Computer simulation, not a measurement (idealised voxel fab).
A process module follows: voxel wiring stack.
Section shown: cut. Width: 140 nm. Cell size: 5 nm, square.
Heads up, the way a cross-section reads in here is a grid of square cells, handed over as bands from the top down, with every band being one or more rows of cells. Top height, bottom height, nm. Materials left to right, width each, nm. Single material + "all across" = fills band edge to edge. "empty" = empty. Below 0: as-received wafer, all one material; heights counted from there. Lowest band: no bottom, goes on down, written "z 0 and below". Width spec "30->40" -> top row of cells at first value, bottom row at second value, equal per-row change in between. Where a step carries "identical to before", the cross-section came out of it unchanged, cell for cell. Voids not open to the top, 8 cells minimum: see "Internal closed voids". Written width x height at distance; distance is from the left edge; nm. Whatever follows a step's settings on its line is a remark the simulator itself makes about that step. On any step carrying a mask, the "overlay nm" setting, if present on the step's line, tells how far right of its planned place the mask lay; negative values point to the left.
[The steps planned for the process are as follows]
1: RECEIVE with material Si
2: CONFORMAL_DEP with material SiO2, thk nm 10
3: CONFORMAL_DEP with material SiCN, thk nm 5
4: DIRECTIONAL_DEP with material SiO2, thk nm 25
5: MASKED_ETCH with tone open, mask id METAL_1, width nm 20, pitch nm 35, etch materials SiO2, depth nm 25, overlay nm 0
6: MASKED_ETCH with tone open, mask id METAL_1, width nm 20, pitch nm 35, etch materials SiCN, depth nm 5, overlay nm 0
7: CONFORMAL_DEP with material TiN, thk nm 5
8: FILL_DEP with material W, thk nm 10
9: CMP with height nm 40
10: EPI with material Ru, thk nm 5
11: FILL_DEP with material SiCN, thk nm 5
12: DIRECTIONAL_DEP with material lowk, thk nm 10
13: PATTERN with tone open, mask id PLUG_1, material resist, width nm 15, pitch nm 70, thk nm 20, overlay nm 0
14: DIRECTIONAL_ETCH with etch materials lowk, depth nm 10
15: DIRECTIONAL_ETCH with etch materials SiCN, depth nm 5
16: STRIP with etch materials resist
17: CONFORMAL_DEP with material TiN, thk nm 5
18: FILL_DEP with material W, thk nm 5
19: CMP with height nm 60
20: DIRECTIONAL_DEP with material TiN, thk nm 5
21: DIRECTIONAL_DEP with material Ru, thk nm 20
22: MASKED_ETCH with tone cover, mask id METAL_2, width nm 20, pitch nm 35, etch materials Ru, depth nm 20, overlay nm 0
23: MASKED_ETCH with tone cover, mask id METAL_2, width nm 20, pitch nm 35, etch materials TiN, depth nm 5, overlay nm 0
24: CONFORMAL_DEP with material SiN, thk nm 5
25: FILL_DEP with material lowk, thk nm 10
26: CMP with height nm 85
27: CONFORMAL_DEP with material SiCN, thk nm 5
28: DIRECTIONAL_DEP with material SiO2, thk nm 35
29: PATTERN with tone open, mask id METAL_3, material resist, width nm 20, pitch nm 35, thk nm 15, overlay nm 0
30: DIRECTIONAL_ETCH with etch materials SiO2, depth nm 20
31: STRIP with etch materials resist
32: PATTERN with tone open, mask id METAL_3_HOLES, material resist, width nm 15, pitch nm 35, thk nm 15, overlay nm 0
33: DIRECTIONAL_ETCH with etch materials SiO2, depth nm 15
34: DIRECTIONAL_ETCH with etch materials SiCN, depth nm 5
35: STRIP with etch materials resist
36: CONFORMAL_DEP with material TiN, thk nm 5
37: FILL_DEP with material Cu, thk nm 10
38: CMP with height nm 125
39: CONFORMAL_DEP with material SiN, thk nm 5
[On the first of the two wafers: run conducted according to plan]
[As-received wafer cross-section (after step 1)]
    z 0 and below = Si all across
    Internal closed voids: none
[You're looking at a cross-section of the wafer after step 2]
    z 10 to 0 = SiO2 all across
    Anything lower than 0 is untouched.
[You're looking at a cross-section of the wafer after step 3]
    z 15 to 10 = SiCN all across
    Anything lower than 10 is untouched.
[You're looking at a cross-section of the wafer after step 4]
    z 40 to 15 = SiO2 all across
    Anything lower than 15 is untouched.
[You're looking at a cross-section of the wafer after step 5]
    z 40 to 15 = 25 nm SiO2, then 20 nm empty, then 15 nm SiO2, then 20 nm empty, then 15 nm SiO2, then 20 nm empty, then 25 nm SiO2
    Anything lower than 15 is untouched.
[You're looking at a cross-section of the wafer after step 6]
    z 40 to 15 = 25 nm SiO2, then 20 nm empty, then 15 nm SiO2, then 20 nm empty, then 15 nm SiO2, then 20 nm empty, then 25 nm SiO2
    z 15 to 10 = 25 nm SiCN, then 20 nm empty, then 15 nm SiCN, then 20 nm empty, then 15 nm SiCN, then 20 nm empty, then 25 nm SiCN
    Anything lower than 10 is untouched.
[You're looking at a cross-section of the wafer after step 7]
    z 45 to 40 = 30 nm TiN, then 10 nm empty, then 25 nm TiN, then 10 nm empty, then 25 nm TiN, then 10 nm empty, then 30 nm TiN
    z 40 to 15 = 25 nm SiO2, then 5 nm TiN, then 10 nm empty, then 5 nm TiN, then 15 nm SiO2, then 5 nm TiN, then 10 nm empty, then 5 nm TiN, then 15 nm SiO2, then 5 nm TiN, then 10 nm empty, then 5 nm TiN, then 25 nm SiO2
    z 15 to 10 = 25 nm SiCN, then 20 nm TiN, then 15 nm SiCN, then 20 nm TiN, then 15 nm SiCN, then 20 nm TiN, then 25 nm SiCN
    Anything lower than 10 is untouched.
[You're looking at a cross-section of the wafer after step 8]
    z 55 to 45 = W all across
    z 45 to 40 = 30 nm TiN, then 10 nm W, then 25 nm TiN, then 10 nm W, then 25 nm TiN, then 10 nm W, then 30 nm TiN
    z 40 to 15 = 25 nm SiO2, then 5 nm TiN, then 10 nm W, then 5 nm TiN, then 15 nm SiO2, then 5 nm TiN, then 10 nm W, then 5 nm TiN, then 15 nm SiO2, then 5 nm TiN, then 10 nm W, then 5 nm TiN, then 25 nm SiO2
    Anything lower than 15 is untouched.
[You're looking at a cross-section of the wafer after step 9]
    z 40 to 15 = 25 nm SiO2, then 5 nm TiN, then 10 nm W, then 5 nm TiN, then 15 nm SiO2, then 5 nm TiN, then 10 nm W, then 5 nm TiN, then 15 nm SiO2, then 5 nm TiN, then 10 nm W, then 5 nm TiN, then 25 nm SiO2
    Anything lower than 15 is untouched.
[You're looking at a cross-section of the wafer after step 10]
    z 45 to 40 = 20 nm empty, then 30 nm Ru, then 5 nm empty, then 30 nm Ru, then 5 nm empty, then 30 nm Ru, then 20 nm empty
    Anything lower than 40 is untouched.
[You're looking at a cross-section of the wafer after step 11]
    z 50 to 45 = SiCN all across
    z 45 to 40 = 20 nm SiCN, then 30 nm Ru, then 5 nm SiCN, then 30 nm Ru, then 5 nm SiCN, then 30 nm Ru, then 20 nm SiCN
    Anything lower than 40 is untouched.
[You're looking at a cross-section of the wafer after step 12]
    z 60 to 50 = lowk all across
    Anything lower than 50 is untouched.
[You're looking at a cross-section of the wafer after step 13]
    z 80 to 60 = 25 nm resist, then 15 nm empty, then 55 nm resist, then 15 nm empty, then 30 nm resist
    Anything lower than 60 is untouched.
[You're looking at a cross-section of the wafer after step 14]
    z 80 to 60 = 25 nm resist, then 15 nm empty, then 55 nm resist, then 15 nm empty, then 30 nm resist
    z 60 to 50 = 25 nm lowk, then 15 nm empty, then 55 nm lowk, then 15 nm empty, then 30 nm lowk
    Anything lower than 50 is untouched.
[You're looking at a cross-section of the wafer after step 15]
    z 80 to 60 = 25 nm resist, then 15 nm empty, then 55 nm resist, then 15 nm empty, then 30 nm resist
    z 60 to 50 = 25 nm lowk, then 15 nm empty, then 55 nm lowk, then 15 nm empty, then 30 nm lowk
    z 50 to 45 = 25 nm SiCN, then 15 nm empty, then 55 nm SiCN, then 15 nm empty, then 30 nm SiCN
    Anything lower than 45 is untouched.
[You're looking at a cross-section of the wafer after step 16]
    z 60 to 50 = 25 nm lowk, then 15 nm empty, then 55 nm lowk, then 15 nm empty, then 30 nm lowk
    Anything lower than 50 is untouched.
[You're looking at a cross-section of the wafer after step 17]
    z 65 to 60 = 30 nm TiN, then 5 nm empty, then 65 nm TiN, then 5 nm empty, then 35 nm TiN
    z 60 to 50 = 25 nm lowk, then 5 nm TiN, then 5 nm empty, then 5 nm TiN, then 55 nm lowk, then 5 nm TiN, then 5 nm empty, then 5 nm TiN, then 30 nm lowk
    z 50 to 45 = 25 nm SiCN, then 15 nm TiN, then 55 nm SiCN, then 15 nm TiN, then 30 nm SiCN
    Anything lower than 45 is untouched.
[You're looking at a cross-section of the wafer after step 18]
    z 70 to 65 = W all across
    z 65 to 60 = 30 nm TiN, then 5 nm W, then 65 nm TiN, then 5 nm W, then 35 nm TiN
    z 60 to 50 = 25 nm lowk, then 5 nm TiN, then 5 nm W, then 5 nm TiN, then 55 nm lowk, then 5 nm TiN, then 5 nm W, then 5 nm TiN, then 30 nm lowk
    Anything lower than 50 is untouched.
[You're looking at a cross-section of the wafer after step 19]
    z 60 to 50 = 25 nm lowk, then 5 nm TiN, then 5 nm W, then 5 nm TiN, then 55 nm lowk, then 5 nm TiN, then 5 nm W, then 5 nm TiN, then 30 nm lowk
    Anything lower than 50 is untouched.
[You're looking at a cross-section of the wafer after step 20]
    z 65 to 60 = TiN all across
    Anything lower than 60 is untouched.
[You're looking at a cross-section of the wafer after step 21]
    z 85 to 65 = Ru all across
    Anything lower than 65 is untouched.
[You're looking at a cross-section of the wafer after step 22]
    z 85 to 65 = 25 nm empty, then 20 nm Ru, then 15 nm empty, then 20 nm Ru, then 15 nm empty, then 20 nm Ru, then 25 nm empty
    Anything lower than 65 is untouched.
[You're looking at a cross-section of the wafer after step 23]
    z 85 to 65 = 25 nm empty, then 20 nm Ru, then 15 nm empty, then 20 nm Ru, then 15 nm empty, then 20 nm Ru, then 25 nm empty
    z 65 to 60 = 25 nm empty, then 20 nm TiN, then 15 nm empty, then 20 nm TiN, then 15 nm empty, then 20 nm TiN, then 25 nm empty
    Anything lower than 60 is untouched.
[You're looking at a cross-section of the wafer after step 24]
    z 90 to 85 = 20 nm empty, then 30 nm SiN, then 5 nm empty, then 30 nm SiN, then 5 nm empty, then 30 nm SiN, then 20 nm empty
    z 85 to 65 = 20 nm empty, then 5 nm SiN, then 20 nm Ru, then 5 nm SiN, then 5 nm empty, then 5 nm SiN, then 20 nm Ru, then 5 nm SiN, then 5 nm empty, then 5 nm SiN, then 20 nm Ru, then 5 nm SiN, then 20 nm empty
    z 65 to 60 = 25 nm SiN, then 20 nm TiN, then 15 nm SiN, then 20 nm TiN, then 15 nm SiN, then 20 nm TiN, then 25 nm SiN
    Anything lower than 60 is untouched.
[You're looking at a cross-section of the wafer after step 25]
    z 100 to 90 = lowk all across
    z 90 to 85 = 20 nm lowk, then 30 nm SiN, then 5 nm lowk, then 30 nm SiN, then 5 nm lowk, then 30 nm SiN, then 20 nm lowk
    z 85 to 65 = 20 nm lowk, then 5 nm SiN, then 20 nm Ru, then 5 nm SiN, then 5 nm lowk, then 5 nm SiN, then 20 nm Ru, then 5 nm SiN, then 5 nm lowk, then 5 nm SiN, then 20 nm Ru, then 5 nm SiN, then 20 nm lowk
    Anything lower than 65 is untouched.
[You're looking at a cross-section of the wafer after step 26]
    z 85 to 65 = 20 nm lowk, then 5 nm SiN, then 20 nm Ru, then 5 nm SiN, then 5 nm lowk, then 5 nm SiN, then 20 nm Ru, then 5 nm SiN, then 5 nm lowk, then 5 nm SiN, then 20 nm Ru, then 5 nm SiN, then 20 nm lowk
    Anything lower than 65 is untouched.
[You're looking at a cross-section of the wafer after step 27]
    z 90 to 85 = SiCN all across
    Anything lower than 85 is untouched.
[You're looking at a cross-section of the wafer after step 28]
    z 125 to 90 = SiO2 all across
    Anything lower than 90 is untouched.
[You're looking at a cross-section of the wafer after step 29]
    z 140 to 125 = 25 nm resist, then 20 nm empty, then 15 nm resist, then 20 nm empty, then 15 nm resist, then 20 nm empty, then 25 nm resist
    Anything lower than 125 is untouched.
[You're looking at a cross-section of the wafer after step 30]
    z 140 to 125 = 25 nm resist, then 20 nm empty, then 15 nm resist, then 20 nm empty, then 15 nm resist, then 20 nm empty, then 25 nm resist
    z 125 to 105 = 25 nm SiO2, then 20 nm empty, then 15 nm SiO2, then 20 nm empty, then 15 nm SiO2, then 20 nm empty, then 25 nm SiO2
    Anything lower than 105 is untouched.
[You're looking at a cross-section of the wafer after step 31]
    z 125 to 105 = 25 nm SiO2, then 20 nm empty, then 15 nm SiO2, then 20 nm empty, then 15 nm SiO2, then 20 nm empty, then 25 nm SiO2
    Anything lower than 105 is untouched.
[You're looking at a cross-section of the wafer after step 32]
    z 140 to 125 = 25 nm resist, then 15 nm empty, then 20 nm resist, then 15 nm empty, then 20 nm resist, then 15 nm empty, then 30 nm resist
    z 125 to 105 = 25 nm SiO2, then 15 nm empty, then 5 nm resist, then 15 nm SiO2, then 15 nm empty, then 5 nm resist, then 15 nm SiO2, then 15 nm empty, then 5 nm resist, then 25 nm SiO2
    Anything lower than 105 is untouched.
[You're looking at a cross-section of the wafer after step 33]
    z 140 to 125 = 25 nm resist, then 15 nm empty, then 20 nm resist, then 15 nm empty, then 20 nm resist, then 15 nm empty, then 30 nm resist
    z 125 to 105 = 25 nm SiO2, then 15 nm empty, then 5 nm resist, then 15 nm SiO2, then 15 nm empty, then 5 nm resist, then 15 nm SiO2, then 15 nm empty, then 5 nm resist, then 25 nm SiO2
    z 105 to 90 = 25 nm SiO2, then 15 nm empty, then 20 nm SiO2, then 15 nm empty, then 20 nm SiO2, then 15 nm empty, then 30 nm SiO2
    Anything lower than 90 is untouched.
[You're looking at a cross-section of the wafer after step 34]
    z 140 to 125 = 25 nm resist, then 15 nm empty, then 20 nm resist, then 15 nm empty, then 20 nm resist, then 15 nm empty, then 30 nm resist
    z 125 to 105 = 25 nm SiO2, then 15 nm empty, then 5 nm resist, then 15 nm SiO2, then 15 nm empty, then 5 nm resist, then 15 nm SiO2, then 15 nm empty, then 5 nm resist, then 25 nm SiO2
    z 105 to 90 = 25 nm SiO2, then 15 nm empty, then 20 nm SiO2, then 15 nm empty, then 20 nm SiO2, then 15 nm empty, then 30 nm SiO2
    z 90 to 85 = 25 nm SiCN, then 15 nm empty, then 20 nm SiCN, then 15 nm empty, then 20 nm SiCN, then 15 nm empty, then 30 nm SiCN
    Anything lower than 85 is untouched.
[You're looking at a cross-section of the wafer after step 35]
    z 125 to 105 = 25 nm SiO2, then 20 nm empty, then 15 nm SiO2, then 20 nm empty, then 15 nm SiO2, then 20 nm empty, then 25 nm SiO2
    Anything lower than 105 is untouched.
[You're looking at a cross-section of the wafer after step 36]
    z 130 to 125 = 30 nm TiN, then 10 nm empty, then 25 nm TiN, then 10 nm empty, then 25 nm TiN, then 10 nm empty, then 30 nm TiN
    z 125 to 110 = 25 nm SiO2, then 5 nm TiN, then 10 nm empty, then 5 nm TiN, then 15 nm SiO2, then 5 nm TiN, then 10 nm empty, then 5 nm TiN, then 15 nm SiO2, then 5 nm TiN, then 10 nm empty, then 5 nm TiN, then 25 nm SiO2
    z 110 to 105 = 25 nm SiO2, then 5 nm TiN, then 5 nm empty, then 10 nm TiN, then 15 nm SiO2, then 5 nm TiN, then 5 nm empty, then 10 nm TiN, then 15 nm SiO2, then 5 nm TiN, then 5 nm empty, then 10 nm TiN, then 25 nm SiO2
    z 105 to 90 = 25 nm SiO2, then 5 nm TiN, then 5 nm empty, then 5 nm TiN, then 20 nm SiO2, then 5 nm TiN, then 5 nm empty, then 5 nm TiN, then 20 nm SiO2, then 5 nm TiN, then 5 nm empty, then 5 nm TiN, then 30 nm SiO2
    z 90 to 85 = 25 nm SiCN, then 15 nm TiN, then 20 nm SiCN, then 15 nm TiN, then 20 nm SiCN, then 15 nm TiN, then 30 nm SiCN
    Anything lower than 85 is untouched.
[You're looking at a cross-section of the wafer after step 37]
    z 140 to 130 = Cu all across
    z 130 to 125 = 30 nm TiN, then 10 nm Cu, then 25 nm TiN, then 10 nm Cu, then 25 nm TiN, then 10 nm Cu, then 30 nm TiN
    z 125 to 110 = 25 nm SiO2, then 5 nm TiN, then 10 nm Cu, then 5 nm TiN, then 15 nm SiO2, then 5 nm TiN, then 10 nm Cu, then 5 nm TiN, then 15 nm SiO2, then 5 nm TiN, then 10 nm Cu, then 5 nm TiN, then 25 nm SiO2
    z 110 to 105 = 25 nm SiO2, then 5 nm TiN, then 5 nm Cu, then 10 nm TiN, then 15 nm SiO2, then 5 nm TiN, then 5 nm Cu, then 10 nm TiN, then 15 nm SiO2, then 5 nm TiN, then 5 nm Cu, then 10 nm TiN, then 25 nm SiO2
    z 105 to 90 = 25 nm SiO2, then 5 nm TiN, then 5 nm Cu, then 5 nm TiN, then 20 nm SiO2, then 5 nm TiN, then 5 nm Cu, then 5 nm TiN, then 20 nm SiO2, then 5 nm TiN, then 5 nm Cu, then 5 nm TiN, then 30 nm SiO2
    Anything lower than 90 is untouched.
[You're looking at a cross-section of the wafer after step 38]
    z 125 to 110 = 25 nm SiO2, then 5 nm TiN, then 10 nm Cu, then 5 nm TiN, then 15 nm SiO2, then 5 nm TiN, then 10 nm Cu, then 5 nm TiN, then 15 nm SiO2, then 5 nm TiN, then 10 nm Cu, then 5 nm TiN, then 25 nm SiO2
    Anything lower than 110 is untouched.
[You're looking at a cross-section of the wafer after step 39]
    z 130 to 125 = SiN all across
    Anything lower than 125 is untouched.
[The Second Wafer: Common Origin and Plan, One Mistake in Execution, Identical to the First Through Step 10]
[Cross-section of the second wafer at the time step 11 of the plan should have ended]
    z 55 to 50 = 20 nm empty, then 30 nm lowk, then 5 nm empty, then 30 nm lowk, then 5 nm empty, then 30 nm lowk, then 20 nm empty
    z 50 to 45 = lowk all across
    z 45 to 40 = 20 nm lowk, then 30 nm Ru, then 5 nm lowk, then 30 nm Ru, then 5 nm lowk, then 30 nm Ru, then 20 nm lowk
    Anything lower than 40 is untouched.
[Cross-section of the second wafer at the time step 12 of the plan should have ended]
    z 60 to 55 = SiCN all across
    z 55 to 50 = 20 nm SiCN, then 30 nm lowk, then 5 nm SiCN, then 30 nm lowk, then 5 nm SiCN, then 30 nm lowk, then 20 nm SiCN
    Anything lower than 50 is untouched.
[Cross-section of the second wafer at the time step 13 of the plan should have ended]
    z 80 to 60 = 25 nm resist, then 15 nm empty, then 55 nm resist, then 15 nm empty, then 30 nm resist
    Anything lower than 60 is untouched.
Cross-section of the second wafer at the time step 14 of the plan should have ended: identical to before
[Cross-section of the second wafer at the time step 15 of the plan should have ended]
    z 80 to 60 = 25 nm resist, then 15 nm empty, then 55 nm resist, then 15 nm empty, then 30 nm resist
    z 60 to 55 = 25 nm SiCN, then 15 nm empty, then 55 nm SiCN, then 15 nm empty, then 30 nm SiCN
    Anything lower than 55 is untouched.
[Cross-section of the second wafer at the time step 16 of the plan should have ended]
    z 60 to 55 = 25 nm SiCN, then 15 nm empty, then 55 nm SiCN, then 15 nm empty, then 30 nm SiCN
    Anything lower than 55 is untouched.
[Cross-section of the second wafer at the time step 17 of the plan should have ended]
    z 65 to 60 = 30 nm TiN, then 5 nm empty, then 65 nm TiN, then 5 nm empty, then 35 nm TiN
    z 60 to 55 = 25 nm SiCN, then 15 nm TiN, then 55 nm SiCN, then 15 nm TiN, then 30 nm SiCN
    Anything lower than 55 is untouched.
[Cross-section of the second wafer at the time step 18 of the plan should have ended]
    z 70 to 65 = W all across
    z 65 to 60 = 30 nm TiN, then 5 nm W, then 65 nm TiN, then 5 nm W, then 35 nm TiN
    Anything lower than 60 is untouched.
[Cross-section of the second wafer at the time step 19 of the plan should have ended]
    z 60 to 55 = 25 nm SiCN, then 15 nm TiN, then 55 nm SiCN, then 15 nm TiN, then 30 nm SiCN
    Anything lower than 55 is untouched.
[Cross-section of the second wafer at the time step 20 of the plan should have ended]
    z 65 to 60 = TiN all across
    Anything lower than 60 is untouched.
[Cross-section of the second wafer at the time step 21 of the plan should have ended]
    z 85 to 65 = Ru all across
    Anything lower than 65 is untouched.
[Cross-section of the second wafer at the time step 22 of the plan should have ended]
    z 85 to 65 = 25 nm empty, then 20 nm Ru, then 15 nm empty, then 20 nm Ru, then 15 nm empty, then 20 nm Ru, then 25 nm empty
    Anything lower than 65 is untouched.
[Cross-section of the second wafer at the time step 23 of the plan should have ended]
    z 85 to 65 = 25 nm empty, then 20 nm Ru, then 15 nm empty, then 20 nm Ru, then 15 nm empty, then 20 nm Ru, then 25 nm empty
    z 65 to 60 = 25 nm empty, then 20 nm TiN, then 15 nm empty, then 20 nm TiN, then 15 nm empty, then 20 nm TiN, then 25 nm empty
    Anything lower than 60 is untouched.
[Cross-section of the second wafer at the time step 24 of the plan should have ended]
    z 90 to 85 = 20 nm empty, then 30 nm SiN, then 5 nm empty, then 30 nm SiN, then 5 nm empty, then 30 nm SiN, then 20 nm empty
    z 85 to 65 = 20 nm empty, then 5 nm SiN, then 20 nm Ru, then 5 nm SiN, then 5 nm empty, then 5 nm SiN, then 20 nm Ru, then 5 nm SiN, then 5 nm empty, then 5 nm SiN, then 20 nm Ru, then 5 nm SiN, then 20 nm empty
    z 65 to 60 = 25 nm SiN, then 20 nm TiN, then 15 nm SiN, then 20 nm TiN, then 15 nm SiN, then 20 nm TiN, then 25 nm SiN
    Anything lower than 60 is untouched.
[Cross-section of the second wafer at the time step 25 of the plan should have ended]
    z 100 to 90 = lowk all across
    z 90 to 85 = 20 nm lowk, then 30 nm SiN, then 5 nm lowk, then 30 nm SiN, then 5 nm lowk, then 30 nm SiN, then 20 nm lowk
    z 85 to 65 = 20 nm lowk, then 5 nm SiN, then 20 nm Ru, then 5 nm SiN, then 5 nm lowk, then 5 nm SiN, then 20 nm Ru, then 5 nm SiN, then 5 nm lowk, then 5 nm SiN, then 20 nm Ru, then 5 nm SiN, then 20 nm lowk
    Anything lower than 65 is untouched.
[Cross-section of the second wafer at the time step 26 of the plan should have ended]
    z 85 to 65 = 20 nm lowk, then 5 nm SiN, then 20 nm Ru, then 5 nm SiN, then 5 nm lowk, then 5 nm SiN, then 20 nm Ru, then 5 nm SiN, then 5 nm lowk, then 5 nm SiN, then 20 nm Ru, then 5 nm SiN, then 20 nm lowk
    Anything lower than 65 is untouched.
[Cross-section of the second wafer at the time step 27 of the plan should have ended]
    z 90 to 85 = SiCN all across
    Anything lower than 85 is untouched.
[Cross-section of the second wafer at the time step 28 of the plan should have ended]
    z 125 to 90 = SiO2 all across
    Anything lower than 90 is untouched.
[Cross-section of the second wafer at the time step 29 of the plan should have ended]
    z 140 to 125 = 25 nm resist, then 20 nm empty, then 15 nm resist, then 20 nm empty, then 15 nm resist, then 20 nm empty, then 25 nm resist
    Anything lower than 125 is untouched.
[Cross-section of the second wafer at the time step 30 of the plan should have ended]
    z 140 to 125 = 25 nm resist, then 20 nm empty, then 15 nm resist, then 20 nm empty, then 15 nm resist, then 20 nm empty, then 25 nm resist
    z 125 to 105 = 25 nm SiO2, then 20 nm empty, then 15 nm SiO2, then 20 nm empty, then 15 nm SiO2, then 20 nm empty, then 25 nm SiO2
    Anything lower than 105 is untouched.
[Cross-section of the second wafer at the time step 31 of the plan should have ended]
    z 125 to 105 = 25 nm SiO2, then 20 nm empty, then 15 nm SiO2, then 20 nm empty, then 15 nm SiO2, then 20 nm empty, then 25 nm SiO2
    Anything lower than 105 is untouched.
[Cross-section of the second wafer at the time step 32 of the plan should have ended]
    z 140 to 125 = 25 nm resist, then 15 nm empty, then 20 nm resist, then 15 nm empty, then 20 nm resist, then 15 nm empty, then 30 nm resist
    z 125 to 105 = 25 nm SiO2, then 15 nm empty, then 5 nm resist, then 15 nm SiO2, then 15 nm empty, then 5 nm resist, then 15 nm SiO2, then 15 nm empty, then 5 nm resist, then 25 nm SiO2
    Anything lower than 105 is untouched.
[Cross-section of the second wafer at the time step 33 of the plan should have ended]
    z 140 to 125 = 25 nm resist, then 15 nm empty, then 20 nm resist, then 15 nm empty, then 20 nm resist, then 15 nm empty, then 30 nm resist
    z 125 to 105 = 25 nm SiO2, then 15 nm empty, then 5 nm resist, then 15 nm SiO2, then 15 nm empty, then 5 nm resist, then 15 nm SiO2, then 15 nm empty, then 5 nm resist, then 25 nm SiO2
    z 105 to 90 = 25 nm SiO2, then 15 nm empty, then 20 nm SiO2, then 15 nm empty, then 20 nm SiO2, then 15 nm empty, then 30 nm SiO2
    Anything lower than 90 is untouched.
[Cross-section of the second wafer at the time step 34 of the plan should have ended]
    z 140 to 125 = 25 nm resist, then 15 nm empty, then 20 nm resist, then 15 nm empty, then 20 nm resist, then 15 nm empty, then 30 nm resist
    z 125 to 105 = 25 nm SiO2, then 15 nm empty, then 5 nm resist, then 15 nm SiO2, then 15 nm empty, then 5 nm resist, then 15 nm SiO2, then 15 nm empty, then 5 nm resist, then 25 nm SiO2
    z 105 to 90 = 25 nm SiO2, then 15 nm empty, then 20 nm SiO2, then 15 nm empty, then 20 nm SiO2, then 15 nm empty, then 30 nm SiO2
    z 90 to 85 = 25 nm SiCN, then 15 nm empty, then 20 nm SiCN, then 15 nm empty, then 20 nm SiCN, then 15 nm empty, then 30 nm SiCN
    Anything lower than 85 is untouched.
[Cross-section of the second wafer at the time step 35 of the plan should have ended]
    z 125 to 105 = 25 nm SiO2, then 20 nm empty, then 15 nm SiO2, then 20 nm empty, then 15 nm SiO2, then 20 nm empty, then 25 nm SiO2
    Anything lower than 105 is untouched.
[Cross-section of the second wafer at the time step 36 of the plan should have ended]
    z 130 to 125 = 30 nm TiN, then 10 nm empty, then 25 nm TiN, then 10 nm empty, then 25 nm TiN, then 10 nm empty, then 30 nm TiN
    z 125 to 110 = 25 nm SiO2, then 5 nm TiN, then 10 nm empty, then 5 nm TiN, then 15 nm SiO2, then 5 nm TiN, then 10 nm empty, then 5 nm TiN, then 15 nm SiO2, then 5 nm TiN, then 10 nm empty, then 5 nm TiN, then 25 nm SiO2
    z 110 to 105 = 25 nm SiO2, then 5 nm TiN, then 5 nm empty, then 10 nm TiN, then 15 nm SiO2, then 5 nm TiN, then 5 nm empty, then 10 nm TiN, then 15 nm SiO2, then 5 nm TiN, then 5 nm empty, then 10 nm TiN, then 25 nm SiO2
    z 105 to 90 = 25 nm SiO2, then 5 nm TiN, then 5 nm empty, then 5 nm TiN, then 20 nm SiO2, then 5 nm TiN, then 5 nm empty, then 5 nm TiN, then 20 nm SiO2, then 5 nm TiN, then 5 nm empty, then 5 nm TiN, then 30 nm SiO2
    z 90 to 85 = 25 nm SiCN, then 15 nm TiN, then 20 nm SiCN, then 15 nm TiN, then 20 nm SiCN, then 15 nm TiN, then 30 nm SiCN
    Anything lower than 85 is untouched.
[Cross-section of the second wafer at the time step 37 of the plan should have ended]
    z 140 to 130 = Cu all across
    z 130 to 125 = 30 nm TiN, then 10 nm Cu, then 25 nm TiN, then 10 nm Cu, then 25 nm TiN, then 10 nm Cu, then 30 nm TiN
    z 125 to 110 = 25 nm SiO2, then 5 nm TiN, then 10 nm Cu, then 5 nm TiN, then 15 nm SiO2, then 5 nm TiN, then 10 nm Cu, then 5 nm TiN, then 15 nm SiO2, then 5 nm TiN, then 10 nm Cu, then 5 nm TiN, then 25 nm SiO2
    z 110 to 105 = 25 nm SiO2, then 5 nm TiN, then 5 nm Cu, then 10 nm TiN, then 15 nm SiO2, then 5 nm TiN, then 5 nm Cu, then 10 nm TiN, then 15 nm SiO2, then 5 nm TiN, then 5 nm Cu, then 10 nm TiN, then 25 nm SiO2
    z 105 to 90 = 25 nm SiO2, then 5 nm TiN, then 5 nm Cu, then 5 nm TiN, then 20 nm SiO2, then 5 nm TiN, then 5 nm Cu, then 5 nm TiN, then 20 nm SiO2, then 5 nm TiN, then 5 nm Cu, then 5 nm TiN, then 30 nm SiO2
    Anything lower than 90 is untouched.
[Cross-section of the second wafer at the time step 38 of the plan should have ended]
    z 125 to 110 = 25 nm SiO2, then 5 nm TiN, then 10 nm Cu, then 5 nm TiN, then 15 nm SiO2, then 5 nm TiN, then 10 nm Cu, then 5 nm TiN, then 15 nm SiO2, then 5 nm TiN, then 10 nm Cu, then 5 nm TiN, then 25 nm SiO2
    Anything lower than 110 is untouched.
[Cross-section of the second wafer at the time step 39 of the plan should have ended]
    z 130 to 125 = SiN all across
    Anything lower than 125 is untouched.
Nonconformance to the process plan: the processing plan was not followed for steps 11 and 12, which were run with their positions exchanged
at the end the second wafer has, in cells: -8 TiN; -4 W; +12 lowk
